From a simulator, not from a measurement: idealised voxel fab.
Process module, titled voxel wiring stack
Each square cell in cross-section cut measures 5 nm, and the section as a whole is 200 nm wide.
If you're reading a cross-section in this doc, picture square cells in a grid; it comes to you as bands, top ones listed first down to the bottom, and a band can be one or more rows of cells.
Top, bottom (nm), then materials left to right with widths (nm); lone material tagged "full width" fills the whole band edge to edge; "air" = empty space.
The level at which height equals 0 is the one under which the wafer, as it arrives, is entirely one material. No lower edge exists for the bottom band, which continues downward and is notated as in "from 0 down".
Width spec "30 to 40" -> top row of cells at first value, bottom row at second value, equal per-row change in between.
Step marked "nothing different"? Then no cell in the cross-section changed in it.
Entry "Closed cavity list". Content: empty spaces with no open connection to the top, size 8 cells or greater. Each: width x height at distance. Distance: from left edge. Unit: nm.
The remark found on a step's line after its settings is issued by the simulator itself and pertains to that step.
"overlay nm" answers the question of how far to the right of plan the mask lay on a step that has a mask, and when it is negative the answer is to the left.

Intended process steps
step 1: RECEIVE,material Si
step 2: CONFORMAL_DEP,material SiO2,thk nm 10
step 3: DIRECTIONAL_DEP,material TiN,thk nm 5
step 4: DIRECTIONAL_DEP,material W,thk nm 25
step 5: DIRECTIONAL_DEP,material aC,thk nm 15
step 6: PATTERN,tone cover,mask id METAL_1,material resist,width nm 20,pitch nm 40,thk nm 35,overlay nm 0
step 7: DIRECTIONAL_ETCH,etch materials aC,depth nm 15
step 8: STRIP,etch materials resist
step 9: DIRECTIONAL_ETCH,etch materials W,depth nm 25
step 10: DIRECTIONAL_ETCH,etch materials TiN,depth nm 5
step 11: STRIP,etch materials aC
step 12: FILL_DEP,material lowk,thk nm 5
step 13: CMP,height nm 40
step 14: CONFORMAL_DEP,material SiCN,thk nm 5
step 15: DIRECTIONAL_DEP,material lowk,thk nm 10
step 16: DIRECTIONAL_DEP,material aC,thk nm 15
step 17: PATTERN,tone open,mask id PLUG_1,material resist,width nm 15,pitch nm 40,thk nm 35,overlay nm 0
step 18: DIRECTIONAL_ETCH,etch materials aC,depth nm 15
step 19: STRIP,etch materials resist
step 20: DIRECTIONAL_ETCH,etch materials lowk,depth nm 10
step 21: DIRECTIONAL_ETCH,etch materials SiCN,depth nm 5
step 22: STRIP,etch materials aC
step 23: EPI,material Ru,thk nm 10
step 24: EPI,material Ru,thk nm 5
step 25: CONFORMAL_DEP,material SiN,thk nm 5
step 26: DIRECTIONAL_DEP,material SiO2,thk nm 15
step 27: MASKED_ETCH,tone open,mask id METAL_2,width nm 20,pitch nm 40,etch materials SiO2,depth nm 15,overlay nm 0
step 28: MASKED_ETCH,tone open,mask id METAL_2,width nm 20,pitch nm 40,etch materials SiN,depth nm 5,overlay nm 0
step 29: CONFORMAL_DEP,material TiN,thk nm 5
step 30: FILL_DEP,material W,thk nm 5
step 31: CMP,height nm 75
step 32: EPI,material Ru,thk nm 5
step 33: FILL_DEP,material SiCN,thk nm 5
step 34: DIRECTIONAL_DEP,material SiO2,thk nm 15
step 35: DIRECTIONAL_DEP,material aC,thk nm 10
step 36: PATTERN,tone open,mask id PLUG_2,material resist,width nm 15,pitch nm 40,thk nm 25,overlay nm 0
step 37: DIRECTIONAL_ETCH,etch materials aC,depth nm 10
step 38: STRIP,etch materials resist
step 39: DIRECTIONAL_ETCH,etch materials SiO2,depth nm 15
step 40: DIRECTIONAL_ETCH,etch materials SiCN,depth nm 5
step 41: STRIP,etch materials aC
step 42: EPI,material Ru,thk nm 10
step 43: EPI,material Ru,thk nm 10
step 44: DIRECTIONAL_DEP,material TiN,thk nm 5
step 45: DIRECTIONAL_DEP,material W,thk nm 15
step 46: MASKED_ETCH,tone cover,mask id METAL_3,width nm 20,pitch nm 40,etch materials W,depth nm 15,overlay nm 0
step 47: MASKED_ETCH,tone cover,mask id METAL_3,width nm 20,pitch nm 40,etch materials TiN,depth nm 5,overlay nm 0
step 48: FILL_DEP,material SiO2,thk nm 10
step 49: CMP,height nm 120
step 50: CONFORMAL_DEP,material SiN,thk nm 5

Account of the first of two wafers, which was processed as intended

As received (post step 1): cross-section
- from 0 down = Si full width
- Closed cavity list: none

Step 2 done - wafer cross-section
- from 10 to 0 = SiO2 full width
- Beneath the level 0, the cross-section is identical to its previous state.

Step 3 done - wafer cross-section
- from 15 to 10 = TiN full width
- Beneath the level 10, the cross-section is identical to its previous state.

Step 4 done - wafer cross-section
- from 40 to 15 = W full width
- Beneath the level 15, the cross-section is identical to its previous state.

Step 5 done - wafer cross-section
- from 55 to 40 = aC full width
- Beneath the level 40, the cross-section is identical to its previous state.

Step 6 done - wafer cross-section
- from 90 to 55 = 50 air  20 resist  20 air  20 resist  20 air  20 resist  50 air
- Beneath the level 55, the cross-section is identical to its previous state.

Step 7 done - wafer cross-section
- from 75 to 55 = 50 air  20 resist  20 air  20 resist  20 air  20 resist  50 air
- from 55 to 40 = 50 air  20 aC  20 air  20 aC  20 air  20 aC  50 air
- Beneath the level 40, the cross-section is identical to its previous state.

Step 8 done - wafer cross-section
- from 55 to 40 = 50 air  20 aC  20 air  20 aC  20 air  20 aC  50 air
- Beneath the level 40, the cross-section is identical to its previous state.

Step 9 done - wafer cross-section
- from 55 to 40 = 50 air  20 aC  20 air  20 aC  20 air  20 aC  50 air
- from 40 to 15 = 50 air  20 W  20 air  20 W  20 air  20 W  50 air
- Beneath the level 15, the cross-section is identical to its previous state.

Step 10 done - wafer cross-section
- from 55 to 40 = 50 air  20 aC  20 air  20 aC  20 air  20 aC  50 air
- from 40 to 15 = 50 air  20 W  20 air  20 W  20 air  20 W  50 air
- from 15 to 10 = 50 air  20 TiN  20 air  20 TiN  20 air  20 TiN  50 air
- Beneath the level 10, the cross-section is identical to its previous state.

Step 11 done - wafer cross-section
- from 40 to 15 = 50 air  20 W  20 air  20 W  20 air  20 W  50 air
- Beneath the level 15, the cross-section is identical to its previous state.

Step 12 done - wafer cross-section
- from 45 to 40 = lowk full width
- from 40 to 15 = 50 lowk  20 W  20 lowk  20 W  20 lowk  20 W  50 lowk
- from 15 to 10 = 50 lowk  20 TiN  20 lowk  20 TiN  20 lowk  20 TiN  50 lowk
- Beneath the level 10, the cross-section is identical to its previous state.

Step 13 done - wafer cross-section
- from 40 to 15 = 50 lowk  20 W  20 lowk  20 W  20 lowk  20 W  50 lowk
- Beneath the level 15, the cross-section is identical to its previous state.

Step 14 done - wafer cross-section
- from 45 to 40 = SiCN full width
- Beneath the level 40, the cross-section is identical to its previous state.

Step 15 done - wafer cross-section
- from 55 to 45 = lowk full width
- Beneath the level 45, the cross-section is identical to its previous state.

Step 16 done - wafer cross-section
- from 70 to 55 = aC full width
- Beneath the level 55, the cross-section is identical to its previous state.

Step 17 done - wafer cross-section
- from 105 to 70 = 50 resist  15 air  25 resist  15 air  25 resist  15 air  55 resist
- Beneath the level 70, the cross-section is identical to its previous state.

Step 18 done - wafer cross-section
- from 90 to 70 = 50 resist  15 air  25 resist  15 air  25 resist  15 air  55 resist
- from 70 to 55 = 50 aC  15 air  25 aC  15 air  25 aC  15 air  55 aC
- Beneath the level 55, the cross-section is identical to its previous state.

Step 19 done - wafer cross-section
- from 70 to 55 = 50 aC  15 air  25 aC  15 air  25 aC  15 air  55 aC
- Beneath the level 55, the cross-section is identical to its previous state.

Step 20 done - wafer cross-section
- from 70 to 55 = 50 aC  15 air  25 aC  15 air  25 aC  15 air  55 aC
- from 55 to 45 = 50 lowk  15 air  25 lowk  15 air  25 lowk  15 air  55 lowk
- Beneath the level 45, the cross-section is identical to its previous state.

Step 21 done - wafer cross-section
- from 70 to 55 = 50 aC  15 air  25 aC  15 air  25 aC  15 air  55 aC
- from 55 to 45 = 50 lowk  15 air  25 lowk  15 air  25 lowk  15 air  55 lowk
- from 45 to 40 = 50 SiCN  15 air  25 SiCN  15 air  25 SiCN  15 air  55 SiCN
- Beneath the level 40, the cross-section is identical to its previous state.

Step 22 done - wafer cross-section
- from 55 to 45 = 50 lowk  15 air  25 lowk  15 air  25 lowk  15 air  55 lowk
- Beneath the level 45, the cross-section is identical to its previous state.

Step 23 done - wafer cross-section
- from 55 to 50 = 50 lowk  15 air  25 lowk  15 air  25 lowk  15 air  55 lowk
- from 50 to 45 = 50 lowk  15 Ru  25 lowk  15 Ru  25 lowk  15 Ru  55 lowk
- from 45 to 40 = 50 SiCN  15 Ru  25 SiCN  15 Ru  25 SiCN  15 Ru  55 SiCN
- Beneath the level 40, the cross-section is identical to its previous state.

Step 24 done - wafer cross-section
- from 55 to 45 = 50 lowk  15 Ru  25 lowk  15 Ru  25 lowk  15 Ru  55 lowk
- Beneath the level 45, the cross-section is identical to its previous state.

Step 25 done - wafer cross-section
- from 60 to 55 = SiN full width
- Beneath the level 55, the cross-section is identical to its previous state.

Step 26 done - wafer cross-section
- from 75 to 60 = SiO2 full width
- Beneath the level 60, the cross-section is identical to its previous state.

Step 27 done - wafer cross-section
- from 75 to 60 = 50 SiO2  20 air  20 SiO2  20 air  20 SiO2  20 air  50 SiO2
- Beneath the level 60, the cross-section is identical to its previous state.

Step 28 done - wafer cross-section
- from 75 to 60 = 50 SiO2  20 air  20 SiO2  20 air  20 SiO2  20 air  50 SiO2
- from 60 to 55 = 50 SiN  20 air  20 SiN  20 air  20 SiN  20 air  50 SiN
- Beneath the level 55, the cross-section is identical to its previous state.

Step 29 done - wafer cross-section
- from 80 to 75 = 55 TiN  10 air  30 TiN  10 air  30 TiN  10 air  55 TiN
- from 75 to 60 = 50 SiO2  5 TiN  10 air  5 TiN  20 SiO2  5 TiN  10 air  5 TiN  20 SiO2  5 TiN  10 air  5 TiN  50 SiO2
- from 60 to 55 = 50 SiN  20 TiN  20 SiN  20 TiN  20 SiN  20 TiN  50 SiN
- Beneath the level 55, the cross-section is identical to its previous state.

Step 30 done - wafer cross-section
- from 85 to 80 = W full width
- from 80 to 75 = 55 TiN  10 W  30 TiN  10 W  30 TiN  10 W  55 TiN
- from 75 to 60 = 50 SiO2  5 TiN  10 W  5 TiN  20 SiO2  5 TiN  10 W  5 TiN  20 SiO2  5 TiN  10 W  5 TiN  50 SiO2
- Beneath the level 60, the cross-section is identical to its previous state.

Step 31 done - wafer cross-section
- from 75 to 60 = 50 SiO2  5 TiN  10 W  5 TiN  20 SiO2  5 TiN  10 W  5 TiN  20 SiO2  5 TiN  10 W  5 TiN  50 SiO2
- Beneath the level 60, the cross-section is identical to its previous state.

Step 32 done - wafer cross-section
- from 80 to 75 = 45 air  30 Ru  10 air  30 Ru  10 air  30 Ru  45 air
- Beneath the level 75, the cross-section is identical to its previous state.

Step 33 done - wafer cross-section
- from 85 to 80 = SiCN full width
- from 80 to 75 = 45 SiCN  30 Ru  10 SiCN  30 Ru  10 SiCN  30 Ru  45 SiCN
- Beneath the level 75, the cross-section is identical to its previous state.

Step 34 done - wafer cross-section
- from 100 to 85 = SiO2 full width
- Beneath the level 85, the cross-section is identical to its previous state.

Step 35 done - wafer cross-section
- from 110 to 100 = aC full width
- Beneath the level 100, the cross-section is identical to its previous state.

Step 36 done - wafer cross-section
- from 135 to 110 = 50 resist  15 air  25 resist  15 air  25 resist  15 air  55 resist
- Beneath the level 110, the cross-section is identical to its previous state.

Step 37 done - wafer cross-section
- from 125 to 110 = 50 resist  15 air  25 resist  15 air  25 resist  15 air  55 resist
- from 110 to 100 = 50 aC  15 air  25 aC  15 air  25 aC  15 air  55 aC
- Beneath the level 100, the cross-section is identical to its previous state.

Step 38 done - wafer cross-section
- from 110 to 100 = 50 aC  15 air  25 aC  15 air  25 aC  15 air  55 aC
- Beneath the level 100, the cross-section is identical to its previous state.

Step 39 done - wafer cross-section
- from 110 to 100 = 50 aC  15 air  25 aC  15 air  25 aC  15 air  55 aC
- from 100 to 85 = 50 SiO2  15 air  25 SiO2  15 air  25 SiO2  15 air  55 SiO2
- Beneath the level 85, the cross-section is identical to its previous state.

Step 40 done - wafer cross-section
- from 110 to 100 = 50 aC  15 air  25 aC  15 air  25 aC  15 air  55 aC
- from 100 to 85 = 50 SiO2  15 air  25 SiO2  15 air  25 SiO2  15 air  55 SiO2
- from 85 to 80 = 50 SiCN  15 air  25 SiCN  15 air  25 SiCN  15 air  55 SiCN
- Beneath the level 80, the cross-section is identical to its previous state.

Step 41 done - wafer cross-section
- from 100 to 85 = 50 SiO2  15 air  25 SiO2  15 air  25 SiO2  15 air  55 SiO2
- Beneath the level 85, the cross-section is identical to its previous state.

Step 42 done - wafer cross-section
- from 100 to 90 = 50 SiO2  15 air  25 SiO2  15 air  25 SiO2  15 air  55 SiO2
- from 90 to 85 = 50 SiO2  15 Ru  25 SiO2  15 Ru  25 SiO2  15 Ru  55 SiO2
- from 85 to 75 = 50 to 45 SiCN  15 to 30 Ru  25 to 10 SiCN  15 to 30 Ru  25 to 10 SiCN  15 to 30 Ru  55 to 45 SiCN
- Beneath the level 75, the cross-section is identical to its previous state.

Step 43 done - wafer cross-section
- from 100 to 85 = 50 SiO2  15 Ru  25 SiO2  15 Ru  25 SiO2  15 Ru  55 SiO2
- Beneath the level 85, the cross-section is identical to its previous state.

Step 44 done - wafer cross-section
- from 105 to 100 = TiN full width
- Beneath the level 100, the cross-section is identical to its previous state.

Step 45 done - wafer cross-section
- from 120 to 105 = W full width
- Beneath the level 105, the cross-section is identical to its previous state.

Step 46 done - wafer cross-section
- from 120 to 105 = 50 air  20 W  20 air  20 W  20 air  20 W  50 air
- Beneath the level 105, the cross-section is identical to its previous state.

Step 47 done - wafer cross-section
- from 120 to 105 = 50 air  20 W  20 air  20 W  20 air  20 W  50 air
- from 105 to 100 = 50 air  20 TiN  20 air  20 TiN  20 air  20 TiN  50 air
- Beneath the level 100, the cross-section is identical to its previous state.

Step 48 done - wafer cross-section
- from 130 to 120 = SiO2 full width
- from 120 to 105 = 50 SiO2  20 W  20 SiO2  20 W  20 SiO2  20 W  50 SiO2
- from 105 to 100 = 50 SiO2  20 TiN  20 SiO2  20 TiN  20 SiO2  20 TiN  50 SiO2
- Beneath the level 100, the cross-section is identical to its previous state.

Step 49 done - wafer cross-section
- from 120 to 105 = 50 SiO2  20 W  20 SiO2  20 W  20 SiO2  20 W  50 SiO2
- Beneath the level 105, the cross-section is identical to its previous state.

Step 50 done - wafer cross-section
- from 125 to 120 = SiN full width
- Beneath the level 120, the cross-section is identical to its previous state.

Wafer two. Same start, same plan, one slip in execution. Same as wafer one through step 16, inclusive

Second wafer shown in cross-section at the time step 17 was slated to end
- from 105 to 70 = 55 resist  15 air  25 resist  15 air  25 resist  15 air  50 resist
- Beneath the level 70, the cross-section is identical to its previous state.

Second wafer shown in cross-section at the time step 18 was slated to end
- from 90 to 70 = 55 resist  15 air  25 resist  15 air  25 resist  15 air  50 resist
- from 70 to 55 = 55 aC  15 air  25 aC  15 air  25 aC  15 air  50 aC
- Beneath the level 55, the cross-section is identical to its previous state.

Second wafer shown in cross-section at the time step 19 was slated to end
- from 70 to 55 = 55 aC  15 air  25 aC  15 air  25 aC  15 air  50 aC
- Beneath the level 55, the cross-section is identical to its previous state.

Second wafer shown in cross-section at the time step 20 was slated to end
- from 70 to 55 = 55 aC  15 air  25 aC  15 air  25 aC  15 air  50 aC
- from 55 to 45 = 55 lowk  15 air  25 lowk  15 air  25 lowk  15 air  50 lowk
- Beneath the level 45, the cross-section is identical to its previous state.

Second wafer shown in cross-section at the time step 21 was slated to end
- from 70 to 55 = 55 aC  15 air  25 aC  15 air  25 aC  15 air  50 aC
- from 55 to 45 = 55 lowk  15 air  25 lowk  15 air  25 lowk  15 air  50 lowk
- from 45 to 40 = 55 SiCN  15 air  25 SiCN  15 air  25 SiCN  15 air  50 SiCN
- Beneath the level 40, the cross-section is identical to its previous state.

Second wafer shown in cross-section at the time step 22 was slated to end
- from 55 to 45 = 55 lowk  15 air  25 lowk  15 air  25 lowk  15 air  50 lowk
- Beneath the level 45, the cross-section is identical to its previous state.

Second wafer shown in cross-section at the time step 23 was slated to end
- from 55 to 50 = 55 lowk  15 air  25 lowk  15 air  25 lowk  15 air  50 lowk
- from 50 to 45 = 55 lowk  15 Ru  25 lowk  15 Ru  25 lowk  15 Ru  50 lowk
- from 45 to 40 = 55 SiCN  15 Ru  25 SiCN  15 Ru  25 SiCN  15 Ru  50 SiCN
- Beneath the level 40, the cross-section is identical to its previous state.

Second wafer shown in cross-section at the time step 24 was slated to end
- from 55 to 45 = 55 lowk  15 Ru  25 lowk  15 Ru  25 lowk  15 Ru  50 lowk
- Beneath the level 45, the cross-section is identical to its previous state.

Second wafer shown in cross-section at the time step 25 was slated to end
- from 60 to 55 = SiN full width
- Beneath the level 55, the cross-section is identical to its previous state.

Second wafer shown in cross-section at the time step 26 was slated to end
- from 75 to 60 = SiO2 full width
- Beneath the level 60, the cross-section is identical to its previous state.

Second wafer shown in cross-section at the time step 27 was slated to end
- from 75 to 60 = 50 SiO2  20 air  20 SiO2  20 air  20 SiO2  20 air  50 SiO2
- Beneath the level 60, the cross-section is identical to its previous state.

Second wafer shown in cross-section at the time step 28 was slated to end
- from 75 to 60 = 50 SiO2  20 air  20 SiO2  20 air  20 SiO2  20 air  50 SiO2
- from 60 to 55 = 50 SiN  20 air  20 SiN  20 air  20 SiN  20 air  50 SiN
- Beneath the level 55, the cross-section is identical to its previous state.

Second wafer shown in cross-section at the time step 29 was slated to end
- from 80 to 75 = 55 TiN  10 air  30 TiN  10 air  30 TiN  10 air  55 TiN
- from 75 to 60 = 50 SiO2  5 TiN  10 air  5 TiN  20 SiO2  5 TiN  10 air  5 TiN  20 SiO2  5 TiN  10 air  5 TiN  50 SiO2
- from 60 to 55 = 50 SiN  20 TiN  20 SiN  20 TiN  20 SiN  20 TiN  50 SiN
- Beneath the level 55, the cross-section is identical to its previous state.

Second wafer shown in cross-section at the time step 30 was slated to end
- from 85 to 80 = W full width
- from 80 to 75 = 55 TiN  10 W  30 TiN  10 W  30 TiN  10 W  55 TiN
- from 75 to 60 = 50 SiO2  5 TiN  10 W  5 TiN  20 SiO2  5 TiN  10 W  5 TiN  20 SiO2  5 TiN  10 W  5 TiN  50 SiO2
- Beneath the level 60, the cross-section is identical to its previous state.

Second wafer shown in cross-section at the time step 31 was slated to end
- from 75 to 60 = 50 SiO2  5 TiN  10 W  5 TiN  20 SiO2  5 TiN  10 W  5 TiN  20 SiO2  5 TiN  10 W  5 TiN  50 SiO2
- Beneath the level 60, the cross-section is identical to its previous state.

Second wafer shown in cross-section at the time step 32 was slated to end
- from 80 to 75 = 45 air  30 Ru  10 air  30 Ru  10 air  30 Ru  45 air
- Beneath the level 75, the cross-section is identical to its previous state.

Second wafer shown in cross-section at the time step 33 was slated to end
- from 85 to 80 = SiCN full width
- from 80 to 75 = 45 SiCN  30 Ru  10 SiCN  30 Ru  10 SiCN  30 Ru  45 SiCN
- Beneath the level 75, the cross-section is identical to its previous state.

Second wafer shown in cross-section at the time step 34 was slated to end
- from 100 to 85 = SiO2 full width
- Beneath the level 85, the cross-section is identical to its previous state.

Second wafer shown in cross-section at the time step 35 was slated to end
- from 110 to 100 = aC full width
- Beneath the level 100, the cross-section is identical to its previous state.

Second wafer shown in cross-section at the time step 36 was slated to end
- from 135 to 110 = 50 resist  15 air  25 resist  15 air  25 resist  15 air  55 resist
- Beneath the level 110, the cross-section is identical to its previous state.

Second wafer shown in cross-section at the time step 37 was slated to end
- from 125 to 110 = 50 resist  15 air  25 resist  15 air  25 resist  15 air  55 resist
- from 110 to 100 = 50 aC  15 air  25 aC  15 air  25 aC  15 air  55 aC
- Beneath the level 100, the cross-section is identical to its previous state.

Second wafer shown in cross-section at the time step 38 was slated to end
- from 110 to 100 = 50 aC  15 air  25 aC  15 air  25 aC  15 air  55 aC
- Beneath the level 100, the cross-section is identical to its previous state.

Second wafer shown in cross-section at the time step 39 was slated to end
- from 110 to 100 = 50 aC  15 air  25 aC  15 air  25 aC  15 air  55 aC
- from 100 to 85 = 50 SiO2  15 air  25 SiO2  15 air  25 SiO2  15 air  55 SiO2
- Beneath the level 85, the cross-section is identical to its previous state.

Second wafer shown in cross-section at the time step 40 was slated to end
- from 110 to 100 = 50 aC  15 air  25 aC  15 air  25 aC  15 air  55 aC
- from 100 to 85 = 50 SiO2  15 air  25 SiO2  15 air  25 SiO2  15 air  55 SiO2
- from 85 to 80 = 50 SiCN  15 air  25 SiCN  15 air  25 SiCN  15 air  55 SiCN
- Beneath the level 80, the cross-section is identical to its previous state.

Second wafer shown in cross-section at the time step 41 was slated to end
- from 100 to 85 = 50 SiO2  15 air  25 SiO2  15 air  25 SiO2  15 air  55 SiO2
- Beneath the level 85, the cross-section is identical to its previous state.

Second wafer shown in cross-section at the time step 42 was slated to end
- from 100 to 90 = 50 SiO2  15 air  25 SiO2  15 air  25 SiO2  15 air  55 SiO2
- from 90 to 85 = 50 SiO2  15 Ru  25 SiO2  15 Ru  25 SiO2  15 Ru  55 SiO2
- from 85 to 75 = 50 to 45 SiCN  15 to 30 Ru  25 to 10 SiCN  15 to 30 Ru  25 to 10 SiCN  15 to 30 Ru  55 to 45 SiCN
- Beneath the level 75, the cross-section is identical to its previous state.

Second wafer shown in cross-section at the time step 43 was slated to end
- from 100 to 85 = 50 SiO2  15 Ru  25 SiO2  15 Ru  25 SiO2  15 Ru  55 SiO2
- Beneath the level 85, the cross-section is identical to its previous state.

Second wafer shown in cross-section at the time step 44 was slated to end
- from 105 to 100 = TiN full width
- Beneath the level 100, the cross-section is identical to its previous state.

Second wafer shown in cross-section at the time step 45 was slated to end
- from 120 to 105 = W full width
- Beneath the level 105, the cross-section is identical to its previous state.

Second wafer shown in cross-section at the time step 46 was slated to end
- from 120 to 105 = 50 air  20 W  20 air  20 W  20 air  20 W  50 air
- Beneath the level 105, the cross-section is identical to its previous state.

Second wafer shown in cross-section at the time step 47 was slated to end
- from 120 to 105 = 50 air  20 W  20 air  20 W  20 air  20 W  50 air
- from 105 to 100 = 50 air  20 TiN  20 air  20 TiN  20 air  20 TiN  50 air
- Beneath the level 100, the cross-section is identical to its previous state.

Second wafer shown in cross-section at the time step 48 was slated to end
- from 130 to 120 = SiO2 full width
- from 120 to 105 = 50 SiO2  20 W  20 SiO2  20 W  20 SiO2  20 W  50 SiO2
- from 105 to 100 = 50 SiO2  20 TiN  20 SiO2  20 TiN  20 SiO2  20 TiN  50 SiO2
- Beneath the level 100, the cross-section is identical to its previous state.

Second wafer shown in cross-section at the time step 49 was slated to end
- from 120 to 105 = 50 SiO2  20 W  20 SiO2  20 W  20 SiO2  20 W  50 SiO2
- Beneath the level 105, the cross-section is identical to its previous state.

Second wafer shown in cross-section at the time step 50 was slated to end
- from 125 to 120 = SiN full width
- Beneath the level 120, the cross-section is identical to its previous state.
It is concluded that the wafer was processed incorrectly with respect to the plan, in that step 17 did not use the planned setting and instead ran as PATTERN,tone open,mask id PLUG_1,material resist,width nm 15,pitch nm 40,thk nm 35,overlay nm 5
At the end, each material covers as many cells on the second wafer as it does on the first, though the cells it covers are elsewhere.
